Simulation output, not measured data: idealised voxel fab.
process module | voxel local oxidation
cross-section cut | 300 nm wide | cells 5 nm
A cross-section is a grid of square cells, given in bands from the top down. A band is one or more rows of cells.
Each band's line starts with the height of the band's top and of its bottom, in nm. Then come its materials from left to right, each with its width in nm. One material with "throughout" fills the band from edge to edge. "air" is empty space.
Height 0 is the level under which the wafer as received is all one material. The lowest band goes on downwards, as in "0 down".
A width such as "30 to 40" changes by the same amount from each row of cells to the next, from the band's top row to its bottom row.
"no change" after a step means that no cell of the cross-section changed.
closed voids: empty space of 8 cells or more with no open way to the top, each as width x height at its distance from the left edge, in nm
after a step's settings: what the simulator itself notes on the step
overlay nm, on a step with a mask: how far to the right of its planned place the mask lay; to the left if negative
plan
1 op RECEIVE | material Si
2 op CONFORMAL_DEP | material SiO2 | thk nm 5
3 op CONFORMAL_DEP | material SiN | thk nm 15
4 op PATTERN | tone cover | mask id ACTIVE | material resist | width nm 100 | thk nm 15 | overlay nm 0
5 op DIRECTIONAL_ETCH | etch materials SiN | depth nm 15
6 op STRIP | etch materials resist
7 op SELECTIVE_ETCH | etch materials SiO2 | depth nm 5
8 op OXIDIZE | depth nm 10
9 op STRIP | etch materials SiN
as received, after step 1
  0 down: Si throughout
  closed voids: none
a wafer at the end: this start, this plan, one mistake
  5 to 0: air 95 | SiO2 90 | air 115
  0 to -10: SiO2 105 | Si 70 | SiO2 125
  -10 down: Si throughout
  closed voids: none
what went wrong: step 4 ran as: op PATTERN | tone cover | mask id ACTIVE | material resist | width nm 100 | thk nm 15 | overlay nm -10
